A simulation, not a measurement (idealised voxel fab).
A process module follows: voxel wiring stack.
Displayed cross-section: cut, width of 225 nm, square cells sized 5 nm.
Square cells in a grid make up a cross-section in this document, and the grid is given as bands, listed from the top down, each one or more rows of cells.
Band: top height; bottom height; in nm. Then, left to right: material with width in nm, for each material. "everywhere": a single material spanning edge to edge. "empty": empty space.
Where do heights start? At 0: under that level the wafer as delivered is made of one material only. And the lowest band has no floor; it just carries on downward, as in "z 0 and below".
Quick explanation for "30..40": the width changes in equal steps down the rows of cells, from the first number in the band's top row to the second number in its bottom row.
What does "no alteration" mean for a step? It means no cell of the cross-section changed in that step.
Look at "Enclosed empty spaces" for the closed voids: empty spaces with no open path to the top, sized 8 cells or up. Each is width x height at distance, distance from the left edge, all nm.
Where a step's line continues beyond its settings, the continuation is a remark by the simulator itself on that step.
overlay nm: mask right of planned place by this much (step with mask). Neg. = left.
The following list gives the planned process steps:
1. RECEIVE with material Si
2. CONFORMAL_DEP with material SiO2, thk nm 15
3. DIRECTIONAL_DEP with material TiN, thk nm 5
4. DIRECTIONAL_DEP with material Ru, thk nm 25
5. PATTERN with tone cover, mask id METAL_1, material resist, width nm 25, pitch nm 40, thk nm 20, overlay nm 0
6. DIRECTIONAL_ETCH with etch materials Ru, depth nm 25
7. DIRECTIONAL_ETCH with etch materials TiN, depth nm 5
8. STRIP with etch materials resist
9. FILL_DEP with material SiO2, thk nm 5
10. CMP with height nm 45
11. CONFORMAL_DEP with material SiCN, thk nm 5
12. DIRECTIONAL_DEP with material SiO2, thk nm 30
13. PATTERN with tone open, mask id METAL_2_HOLES, material resist, width nm 15, pitch nm 40, thk nm 15, overlay nm 0
14. DIRECTIONAL_ETCH with etch materials SiO2, depth nm 30
15. STRIP with etch materials resist
16. DIRECTIONAL_DEP with material aC, thk nm 15
17. PATTERN with tone open, mask id METAL_2, material resist, width nm 25, pitch nm 40, thk nm 35, overlay nm 0
18. DIRECTIONAL_ETCH with etch materials aC, depth nm 15
19. STRIP with etch materials resist
20. DIRECTIONAL_ETCH with etch materials SiO2, depth nm 20
21. DIRECTIONAL_ETCH with etch materials SiCN, depth nm 5
22. STRIP with etch materials aC
23. CONFORMAL_DEP with material TiN, thk nm 5
24. FILL_DEP with material Ru, thk nm 10
25. CMP with height nm 80
26. CONFORMAL_DEP with material SiCN, thk nm 5
27. DIRECTIONAL_DEP with material SiO2, thk nm 35
28. MASKED_ETCH with tone open, mask id METAL_3_HOLES, width nm 15, etch materials SiO2, depth nm 35, overlay nm 0
29. DIRECTIONAL_DEP with material aC, thk nm 10
30. PATTERN with tone open, mask id METAL_3, material resist, width nm 25, pitch nm 40, thk nm 25, overlay nm 0
31. DIRECTIONAL_ETCH with etch materials aC, depth nm 10
32. STRIP with etch materials resist
33. DIRECTIONAL_ETCH with etch materials SiO2, depth nm 20
34. DIRECTIONAL_ETCH with etch materials SiCN, depth nm 5
35. STRIP with etch materials aC
36. CONFORMAL_DEP with material TiN, thk nm 5
37. FILL_DEP with material Cu, thk nm 10
38. CMP with height nm 120
39. CONFORMAL_DEP with material SiCN, thk nm 5
40. DIRECTIONAL_DEP with material SiO2, thk nm 25
41. PATTERN with tone open, mask id METAL_4_HOLES, material resist, width nm 15, thk nm 15, overlay nm 0
42. DIRECTIONAL_ETCH with etch materials SiO2, depth nm 25
43. STRIP with etch materials resist
44. MASKED_ETCH with tone open, mask id METAL_4, width nm 25, pitch nm 40, etch materials SiO2, depth nm 15, overlay nm 0
45. MASKED_ETCH with tone open, mask id METAL_4, width nm 25, pitch nm 40, etch materials SiCN, depth nm 5, overlay nm 0
46. CONFORMAL_DEP with material TiN, thk nm 5
47. FILL_DEP with material Ru, thk nm 10
48. CMP with height nm 150
49. CONFORMAL_DEP with material SiN, thk nm 5
Account of the first of two wafers, which was processed as intended:
Here's what the wafer looked like in cross-section when it arrived - that's after step 1:
* z 0 and below = Si everywhere
* Enclosed empty spaces: none
How the wafer stands in section after step 2:
* z 15 to 0 = SiO2 everywhere
* Anything lower than 0 is untouched.
How the wafer stands in section after step 3:
* z 20 to 15 = TiN everywhere
* Anything lower than 15 is untouched.
How the wafer stands in section after step 4:
* z 45 to 20 = Ru everywhere
* Anything lower than 20 is untouched.
How the wafer stands in section after step 5:
* z 65 to 45 = empty 80 / resist 25 / empty 15 / resist 25 / empty 80
* Anything lower than 45 is untouched.
How the wafer stands in section after step 6:
* z 65 to 45 = empty 80 / resist 25 / empty 15 / resist 25 / empty 80
* z 45 to 20 = empty 80 / Ru 25 / empty 15 / Ru 25 / empty 80
* Anything lower than 20 is untouched.
How the wafer stands in section after step 7:
* z 65 to 45 = empty 80 / resist 25 / empty 15 / resist 25 / empty 80
* z 45 to 20 = empty 80 / Ru 25 / empty 15 / Ru 25 / empty 80
* z 20 to 15 = empty 80 / TiN 25 / empty 15 / TiN 25 / empty 80
* Anything lower than 15 is untouched.
How the wafer stands in section after step 8:
* z 45 to 20 = empty 80 / Ru 25 / empty 15 / Ru 25 / empty 80
* Anything lower than 20 is untouched.
How the wafer stands in section after step 9:
* z 50 to 45 = SiO2 everywhere
* z 45 to 20 = SiO2 80 / Ru 25 / SiO2 15 / Ru 25 / SiO2 80
* z 20 to 15 = SiO2 80 / TiN 25 / SiO2 15 / TiN 25 / SiO2 80
* Anything lower than 15 is untouched.
How the wafer stands in section after step 10:
* z 45 to 20 = SiO2 80 / Ru 25 / SiO2 15 / Ru 25 / SiO2 80
* Anything lower than 20 is untouched.
How the wafer stands in section after step 11:
* z 50 to 45 = SiCN everywhere
* Anything lower than 45 is untouched.
How the wafer stands in section after step 12:
* z 80 to 50 = SiO2 everywhere
* Anything lower than 50 is untouched.
How the wafer stands in section after step 13:
* z 95 to 80 = resist 80 / empty 15 / resist 25 / empty 15 / resist 90
* Anything lower than 80 is untouched.
How the wafer stands in section after step 14:
* z 95 to 80 = resist 80 / empty 15 / resist 25 / empty 15 / resist 90
* z 80 to 50 = SiO2 80 / empty 15 / SiO2 25 / empty 15 / SiO2 90
* Anything lower than 50 is untouched.
How the wafer stands in section after step 15:
* z 80 to 50 = SiO2 80 / empty 15 / SiO2 25 / empty 15 / SiO2 90
* Anything lower than 50 is untouched.
How the wafer stands in section after step 16:
* z 95 to 80 = aC 80 / empty 15 / aC 25 / empty 15 / aC 90
* z 80 to 65 = SiO2 80 / empty 15 / SiO2 25 / empty 15 / SiO2 90
* z 65 to 50 = SiO2 80 / aC 15 / SiO2 25 / aC 15 / SiO2 90
* Anything lower than 50 is untouched.
How the wafer stands in section after step 17:
* z 130 to 95 = resist 80 / empty 25 / resist 15 / empty 25 / resist 80
* Anything lower than 95 is untouched.
How the wafer stands in section after step 18:
* z 115 to 95 = resist 80 / empty 25 / resist 15 / empty 25 / resist 80
* z 95 to 80 = aC 80 / empty 25 / aC 15 / empty 25 / aC 80
* z 80 to 50 = SiO2 80 / empty 15 / SiO2 25 / empty 15 / SiO2 90
* Anything lower than 50 is untouched.
How the wafer stands in section after step 19:
* z 95 to 80 = aC 80 / empty 25 / aC 15 / empty 25 / aC 80
* Anything lower than 80 is untouched.
How the wafer stands in section after step 20:
* z 95 to 80 = aC 80 / empty 25 / aC 15 / empty 25 / aC 80
* z 80 to 60 = SiO2 80 / empty 25 / SiO2 15 / empty 25 / SiO2 80
* Anything lower than 60 is untouched.
How the wafer stands in section after step 21:
* z 95 to 80 = aC 80 / empty 25 / aC 15 / empty 25 / aC 80
* z 80 to 60 = SiO2 80 / empty 25 / SiO2 15 / empty 25 / SiO2 80
* z 60 to 50 = SiO2 80 / empty 15 / SiO2 25 / empty 15 / SiO2 90
* z 50 to 45 = SiCN 80 / empty 15 / SiCN 25 / empty 15 / SiCN 90
* Anything lower than 45 is untouched.
How the wafer stands in section after step 22:
* z 80 to 60 = SiO2 80 / empty 25 / SiO2 15 / empty 25 / SiO2 80
* Anything lower than 60 is untouched.
How the wafer stands in section after step 23:
* z 85 to 80 = TiN 85 / empty 15 / TiN 25 / empty 15 / TiN 85
* z 80 to 65 = SiO2 80 / TiN 5 / empty 15 / TiN 5 / SiO2 15 / TiN 5 / empty 15 / TiN 5 / SiO2 80
* z 65 to 60 = SiO2 80 / TiN 5 / empty 5 / TiN 15 / SiO2 15 / TiN 5 / empty 5 / TiN 15 / SiO2 80
* z 60 to 50 = SiO2 80 / TiN 5 / empty 5 / TiN 5 / SiO2 25 / TiN 5 / empty 5 / TiN 5 / SiO2 90
* z 50 to 45 = SiCN 80 / TiN 15 / SiCN 25 / TiN 15 / SiCN 90
* Anything lower than 45 is untouched.
How the wafer stands in section after step 24:
* z 95 to 85 = Ru everywhere
* z 85 to 80 = TiN 85 / Ru 15 / TiN 25 / Ru 15 / TiN 85
* z 80 to 65 = SiO2 80 / TiN 5 / Ru 15 / TiN 5 / SiO2 15 / TiN 5 / Ru 15 / TiN 5 / SiO2 80
* z 65 to 60 = SiO2 80 / TiN 5 / Ru 5 / TiN 15 / SiO2 15 / TiN 5 / Ru 5 / TiN 15 / SiO2 80
* z 60 to 50 = SiO2 80 / TiN 5 / Ru 5 / TiN 5 / SiO2 25 / TiN 5 / Ru 5 / TiN 5 / SiO2 90
* Anything lower than 50 is untouched.
How the wafer stands in section after step 25:
* z 80 to 65 = SiO2 80 / TiN 5 / Ru 15 / TiN 5 / SiO2 15 / TiN 5 / Ru 15 / TiN 5 / SiO2 80
* Anything lower than 65 is untouched.
How the wafer stands in section after step 26:
* z 85 to 80 = SiCN everywhere
* Anything lower than 80 is untouched.
How the wafer stands in section after step 27:
* z 120 to 85 = SiO2 everywhere
* Anything lower than 85 is untouched.
How the wafer stands in section after step 28:
* z 120 to 85 = SiO2 80 / empty 15 / SiO2 130
* Anything lower than 85 is untouched.
How the wafer stands in section after step 29:
* z 130 to 120 = aC 80 / empty 15 / aC 130
* z 120 to 95 = SiO2 80 / empty 15 / SiO2 130
* z 95 to 85 = SiO2 80 / aC 15 / SiO2 130
* Anything lower than 85 is untouched.
How the wafer stands in section after step 30:
* z 155 to 130 = resist 80 / empty 25 / resist 15 / empty 25 / resist 80
* Anything lower than 130 is untouched.
How the wafer stands in section after step 31:
* z 145 to 130 = resist 80 / empty 25 / resist 15 / empty 25 / resist 80
* z 130 to 120 = aC 80 / empty 25 / aC 15 / empty 25 / aC 80
* z 120 to 85 = SiO2 80 / empty 15 / SiO2 130
* Anything lower than 85 is untouched.
How the wafer stands in section after step 32:
* z 130 to 120 = aC 80 / empty 25 / aC 15 / empty 25 / aC 80
* Anything lower than 120 is untouched.
How the wafer stands in section after step 33:
* z 130 to 120 = aC 80 / empty 25 / aC 15 / empty 25 / aC 80
* z 120 to 100 = SiO2 80 / empty 25 / SiO2 15 / empty 25 / SiO2 80
* Anything lower than 100 is untouched.
How the wafer stands in section after step 34:
* z 130 to 120 = aC 80 / empty 25 / aC 15 / empty 25 / aC 80
* z 120 to 100 = SiO2 80 / empty 25 / SiO2 15 / empty 25 / SiO2 80
* z 100 to 85 = SiO2 80 / empty 15 / SiO2 130
* z 85 to 80 = SiCN 80 / empty 15 / SiCN 130
* Anything lower than 80 is untouched.
How the wafer stands in section after step 35:
* z 120 to 100 = SiO2 80 / empty 25 / SiO2 15 / empty 25 / SiO2 80
* Anything lower than 100 is untouched.
How the wafer stands in section after step 36:
* z 125 to 120 = TiN 85 / empty 15 / TiN 25 / empty 15 / TiN 85
* z 120 to 105 = SiO2 80 / TiN 5 / empty 15 / TiN 5 / SiO2 15 / TiN 5 / empty 15 / TiN 5 / SiO2 80
* z 105 to 100 = SiO2 80 / TiN 5 / empty 5 / TiN 15 / SiO2 15 / TiN 25 / SiO2 80
* z 100 to 85 = SiO2 80 / TiN 5 / empty 5 / TiN 5 / SiO2 130
* z 85 to 80 = SiCN 80 / TiN 15 / SiCN 130
* Anything lower than 80 is untouched.
How the wafer stands in section after step 37:
* z 135 to 125 = Cu everywhere
* z 125 to 120 = TiN 85 / Cu 15 / TiN 25 / Cu 15 / TiN 85
* z 120 to 105 = SiO2 80 / TiN 5 / Cu 15 / TiN 5 / SiO2 15 / TiN 5 / Cu 15 / TiN 5 / SiO2 80
* z 105 to 100 = SiO2 80 / TiN 5 / Cu 5 / TiN 15 / SiO2 15 / TiN 25 / SiO2 80
* z 100 to 85 = SiO2 80 / TiN 5 / Cu 5 / TiN 5 / SiO2 130
* Anything lower than 85 is untouched.
How the wafer stands in section after step 38:
* z 120 to 105 = SiO2 80 / TiN 5 / Cu 15 / TiN 5 / SiO2 15 / TiN 5 / Cu 15 / TiN 5 / SiO2 80
* Anything lower than 105 is untouched.
How the wafer stands in section after step 39:
* z 125 to 120 = SiCN everywhere
* Anything lower than 120 is untouched.
How the wafer stands in section after step 40:
* z 150 to 125 = SiO2 everywhere
* Anything lower than 125 is untouched.
How the wafer stands in section after step 41:
* z 165 to 150 = resist 80 / empty 15 / resist 130
* Anything lower than 150 is untouched.
How the wafer stands in section after step 42:
* z 165 to 150 = resist 80 / empty 15 / resist 130
* z 150 to 125 = SiO2 80 / empty 15 / SiO2 130
* Anything lower than 125 is untouched.
How the wafer stands in section after step 43:
* z 150 to 125 = SiO2 80 / empty 15 / SiO2 130
* Anything lower than 125 is untouched.
How the wafer stands in section after step 44:
* z 150 to 135 = SiO2 80 / empty 25 / SiO2 15 / empty 25 / SiO2 80
* Anything lower than 135 is untouched.
How the wafer stands in section after step 45:
* z 150 to 135 = SiO2 80 / empty 25 / SiO2 15 / empty 25 / SiO2 80
* z 135 to 125 = SiO2 80 / empty 15 / SiO2 130
* z 125 to 120 = SiCN 80 / empty 15 / SiCN 130
* Anything lower than 120 is untouched.
How the wafer stands in section after step 46:
* z 155 to 150 = TiN 85 / empty 15 / TiN 25 / empty 15 / TiN 85
* z 150 to 140 = SiO2 80 / TiN 5 / empty 15 / TiN 5 / SiO2 15 / TiN 5 / empty 15 / TiN 5 / SiO2 80
* z 140 to 135 = SiO2 80 / TiN 5 / empty 5 / TiN 15 / SiO2 15 / TiN 25 / SiO2 80
* z 135 to 125 = SiO2 80 / TiN 5 / empty 5 / TiN 5 / SiO2 130
* z 125 to 120 = SiCN 80 / TiN 15 / SiCN 130
* Anything lower than 120 is untouched.
How the wafer stands in section after step 47:
* z 165 to 155 = Ru everywhere
* z 155 to 150 = TiN 85 / Ru 15 / TiN 25 / Ru 15 / TiN 85
* z 150 to 140 = SiO2 80 / TiN 5 / Ru 15 / TiN 5 / SiO2 15 / TiN 5 / Ru 15 / TiN 5 / SiO2 80
* z 140 to 135 = SiO2 80 / TiN 5 / Ru 5 / TiN 15 / SiO2 15 / TiN 25 / SiO2 80
* z 135 to 125 = SiO2 80 / TiN 5 / Ru 5 / TiN 5 / SiO2 130
* Anything lower than 125 is untouched.
How the wafer stands in section after step 48:
* z 150 to 140 = SiO2 80 / TiN 5 / Ru 15 / TiN 5 / SiO2 15 / TiN 5 / Ru 15 / TiN 5 / SiO2 80
* Anything lower than 140 is untouched.
How the wafer stands in section after step 49:
* z 155 to 150 = SiN everywhere
* Anything lower than 150 is untouched.
The second wafer: identical to the first at the outset and in its planned sequence, differing only in that one mistake was made during processing; up to and including step 29, its path is the first wafer's path:
Cross-section of the second wafer at the time step 30 of the plan should have ended:
* z 155 to 130 = resist 85 / empty 20 / resist 20 / empty 20 / resist 80
* z 130 to 120 = aC 80 / resist 5 / empty 10 / aC 130
* z 120 to 95 = SiO2 80 / resist 5 / empty 10 / SiO2 130
* Anything lower than 95 is untouched.
Cross-section of the second wafer at the time step 31 of the plan should have ended:
* z 145 to 130 = resist 85 / empty 20 / resist 20 / empty 20 / resist 80
* z 130 to 120 = aC 80 / resist 5 / empty 20 / aC 20 / empty 20 / aC 80
* z 120 to 95 = SiO2 80 / resist 5 / empty 10 / SiO2 130
* z 95 to 85 = SiO2 80 / aC 5 / empty 10 / SiO2 130
* Anything lower than 85 is untouched.
Cross-section of the second wafer at the time step 32 of the plan should have ended:
* z 130 to 120 = aC 80 / empty 25 / aC 20 / empty 20 / aC 80
* z 120 to 95 = SiO2 80 / empty 15 / SiO2 130
* Anything lower than 95 is untouched.
Cross-section of the second wafer at the time step 33 of the plan should have ended:
* z 130 to 120 = aC 80 / empty 25 / aC 20 / empty 20 / aC 80
* z 120 to 100 = SiO2 80 / empty 25 / SiO2 20 / empty 20 / SiO2 80
* Anything lower than 100 is untouched.
Cross-section of the second wafer at the time step 34 of the plan should have ended:
* z 130 to 120 = aC 80 / empty 25 / aC 20 / empty 20 / aC 80
* z 120 to 100 = SiO2 80 / empty 25 / SiO2 20 / empty 20 / SiO2 80
* z 100 to 95 = SiO2 80 / empty 15 / SiO2 130
* z 95 to 85 = SiO2 80 / aC 5 / empty 10 / SiO2 130
* z 85 to 80 = SiCN 85 / empty 10 / SiCN 130
* Anything lower than 80 is untouched.
Cross-section of the second wafer at the time step 35 of the plan should have ended:
* z 120 to 100 = SiO2 80 / empty 25 / SiO2 20 / empty 20 / SiO2 80
* z 100 to 85 = SiO2 80 / empty 15 / SiO2 130
* Anything lower than 85 is untouched.
Cross-section of the second wafer at the time step 36 of the plan should have ended:
* z 125 to 120 = TiN 85 / empty 15 / TiN 30 / empty 10 / TiN 85
* z 120 to 105 = SiO2 80 / TiN 5 / empty 15 / TiN 5 / SiO2 20 / TiN 5 / empty 10 / TiN 5 / SiO2 80
* z 105 to 100 = SiO2 80 / TiN 5 / empty 5 / TiN 15 / SiO2 20 / TiN 20 / SiO2 80
* z 100 to 90 = SiO2 80 / TiN 5 / empty 5 / TiN 5 / SiO2 130
* z 90 to 85 = SiO2 80 / TiN 15 / SiO2 130
* z 85 to 80 = SiCN 85 / TiN 10 / SiCN 130
* Anything lower than 80 is untouched.
Cross-section of the second wafer at the time step 37 of the plan should have ended:
* z 135 to 125 = Cu everywhere
* z 125 to 120 = TiN 85 / Cu 15 / TiN 30 / Cu 10 / TiN 85
* z 120 to 105 = SiO2 80 / TiN 5 / Cu 15 / TiN 5 / SiO2 20 / TiN 5 / Cu 10 / TiN 5 / SiO2 80
* z 105 to 100 = SiO2 80 / TiN 5 / Cu 5 / TiN 15 / SiO2 20 / TiN 20 / SiO2 80
* z 100 to 90 = SiO2 80 / TiN 5 / Cu 5 / TiN 5 / SiO2 130
* Anything lower than 90 is untouched.
Cross-section of the second wafer at the time step 38 of the plan should have ended:
* z 120 to 105 = SiO2 80 / TiN 5 / Cu 15 / TiN 5 / SiO2 20 / TiN 5 / Cu 10 / TiN 5 / SiO2 80
* Anything lower than 105 is untouched.
Cross-section of the second wafer at the time step 39 of the plan should have ended:
* z 125 to 120 = SiCN everywhere
* Anything lower than 120 is untouched.
Cross-section of the second wafer at the time step 40 of the plan should have ended:
* z 150 to 125 = SiO2 everywhere
* Anything lower than 125 is untouched.
Cross-section of the second wafer at the time step 41 of the plan should have ended:
* z 165 to 150 = resist 80 / empty 15 / resist 130
* Anything lower than 150 is untouched.
Cross-section of the second wafer at the time step 42 of the plan should have ended:
* z 165 to 150 = resist 80 / empty 15 / resist 130
* z 150 to 125 = SiO2 80 / empty 15 / SiO2 130
* Anything lower than 125 is untouched.
Cross-section of the second wafer at the time step 43 of the plan should have ended:
* z 150 to 125 = SiO2 80 / empty 15 / SiO2 130
* Anything lower than 125 is untouched.
Cross-section of the second wafer at the time step 44 of the plan should have ended:
* z 150 to 135 = SiO2 80 / empty 25 / SiO2 15 / empty 25 / SiO2 80
* Anything lower than 135 is untouched.
Cross-section of the second wafer at the time step 45 of the plan should have ended:
* z 150 to 135 = SiO2 80 / empty 25 / SiO2 15 / empty 25 / SiO2 80
* z 135 to 125 = SiO2 80 / empty 15 / SiO2 130
* z 125 to 120 = SiCN 80 / empty 15 / SiCN 130
* Anything lower than 120 is untouched.
Cross-section of the second wafer at the time step 46 of the plan should have ended:
* z 155 to 150 = TiN 85 / empty 15 / TiN 25 / empty 15 / TiN 85
* z 150 to 140 = SiO2 80 / TiN 5 / empty 15 / TiN 5 / SiO2 15 / TiN 5 / empty 15 / TiN 5 / SiO2 80
* z 140 to 135 = SiO2 80 / TiN 5 / empty 5 / TiN 15 / SiO2 15 / TiN 25 / SiO2 80
* z 135 to 125 = SiO2 80 / TiN 5 / empty 5 / TiN 5 / SiO2 130
* z 125 to 120 = SiCN 80 / TiN 15 / SiCN 130
* Anything lower than 120 is untouched.
Cross-section of the second wafer at the time step 47 of the plan should have ended:
* z 165 to 155 = Ru everywhere
* z 155 to 150 = TiN 85 / Ru 15 / TiN 25 / Ru 15 / TiN 85
* z 150 to 140 = SiO2 80 / TiN 5 / Ru 15 / TiN 5 / SiO2 15 / TiN 5 / Ru 15 / TiN 5 / SiO2 80
* z 140 to 135 = SiO2 80 / TiN 5 / Ru 5 / TiN 15 / SiO2 15 / TiN 25 / SiO2 80
* z 135 to 125 = SiO2 80 / TiN 5 / Ru 5 / TiN 5 / SiO2 130
* Anything lower than 125 is untouched.
Cross-section of the second wafer at the time step 48 of the plan should have ended:
* z 150 to 140 = SiO2 80 / TiN 5 / Ru 15 / TiN 5 / SiO2 15 / TiN 5 / Ru 15 / TiN 5 / SiO2 80
* Anything lower than 140 is untouched.
Cross-section of the second wafer at the time step 49 of the plan should have ended:
* z 155 to 150 = SiN everywhere
* Anything lower than 150 is untouched.
Run error: step 30 was run on a setting that differed from the plan, and what really ran there is PATTERN with tone open, mask id METAL_3, material resist, width nm 20, pitch nm 40, thk nm 25, overlay nm 0
Upon completion, the second wafer contains, in terms of cells, a greater or smaller amount of certain materials than the first wafer: Cu -4; SiCN +1; SiO2 +4; TiN -1
